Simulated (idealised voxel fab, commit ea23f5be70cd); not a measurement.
The process module that follows is named voxel self aligned vias.
Each square cell in cross-section cut measures 5 nm, and the section as a whole is 190 nm wide.
Each cross-section below is a grid of square cells, stated as bands in top-down order, with one or more rows of cells making up each band. A band entry consists of two parts. The first gives the height of the band's top and the height of its bottom, in nm. The rest lists the band's materials from left to right, each with its width in nm. A single material labelled with the word "full width" fills the band from edge to edge, and the word "blank" marks empty space. The reference from which all heights are counted is 0, the level beneath which the as-received wafer is entirely one material; the lowest band, having no lower bound, proceeds downward and is written after the example "z 0 and below". Per-row width for "30->40": begins at first number (top row of band), ends at second number (bottom row), increment between rows held constant. "left unchanged" (step): cross-section cells unchanged, all of them. For the entry "Unvented internal voids", the listed items are empty spaces with no open way to the top whose size is 8 cells or more; each item follows the pattern width x height at distance, where distance is from the left edge and all three are in nm. Post-settings text on a step line: simulator's own remark regarding the step. The line of a step may include "overlay nm". On a step with a mask, this value is how far to the right of its planned place the mask lay. A negative value means the mask lay to the left.

LIST OF PLANNED PROCESS STEPS
| 1 | RECEIVE, material Si |
| 2 | CONFORMAL_DEP, material SiO2, thk nm 10 |
| 3 | CONFORMAL_DEP, material SiCN, thk nm 5 |
| 4 | DIRECTIONAL_DEP, material SiO2, thk nm 25 |
| 5 | PATTERN, tone open, mask id LINES, material resist, width nm 30, pitch nm 80, thk nm 20, overlay nm 0 |
| 6 | DIRECTIONAL_ETCH, etch materials SiO2, depth nm 25 |
| 7 | STRIP, etch materials resist |
| 8 | CONFORMAL_DEP, material TiN, thk nm 5 |
| 9 | FILL_DEP, material Ru, thk nm 10 |
| 10 | CMP, height nm 40 |
| 11 | SELECTIVE_ETCH, etch materials W Ru TiN, depth nm 10 |
| 12 | FILL_DEP, material SiN, thk nm 10 |
| 13 | CMP, height nm 40 |
| 14 | DIRECTIONAL_DEP, material SiO2, thk nm 15 |
| 15 | MASKED_ETCH, tone open, mask id VIAS, width nm 50, pitch nm 80, etch materials SiO2, depth nm 15, overlay nm 0 |
| 16 | MASKED_ETCH, tone open, mask id VIAS, width nm 50, pitch nm 80, etch materials SiN, depth nm 10, overlay nm 0 |
| 17 | CONFORMAL_DEP, material TiN, thk nm 5 |
| 18 | FILL_DEP, material Cu, thk nm 10 |
| 19 | CMP, height nm 55 |
| 20 | CONFORMAL_DEP, material SiCN, thk nm 5 |

THIS IS THE CROSS-SECTION OF THE WAFER AS WE RECEIVED IT, I.E. AFTER STEP 1
  z 0 and below: Si full width
  Unvented internal voids: none

WAFER AT MODULE END, IN SECTION. BEGAN AS ABOVE, PLANNED AS ABOVE, RUN WITH ONE MISTAKE
  z 60 to 55: SiCN full width
  z 55 to 40: 30 SiO2 | 5 TiN | 40 Cu | 5 TiN | 30 SiO2 | 5 TiN | 40 Cu | 5 TiN | 30 SiO2
  z 40 to 35: 30 SiN | 15 TiN | 20 Cu | 15 TiN | 30 SiN | 15 TiN | 20 Cu | 15 TiN | 30 SiN
  z 35 to 30: 40 SiO2 | 30 TiN | 50 SiO2 | 30 TiN | 40 SiO2
  z 30 to 15: 40 SiO2 | 5 TiN | 20 Ru | 5 TiN | 50 SiO2 | 5 TiN | 20 Ru | 5 TiN | 40 SiO2
  z 15 to 10: 40 SiO2 | 30 TiN | 50 SiO2 | 30 TiN | 40 SiO2
  z 10 to 0: SiO2 full width
  z 0 and below: Si full width
  Unvented internal voids: none
Plan not followed: the plan's step 3 went unexecuted, having been skipped
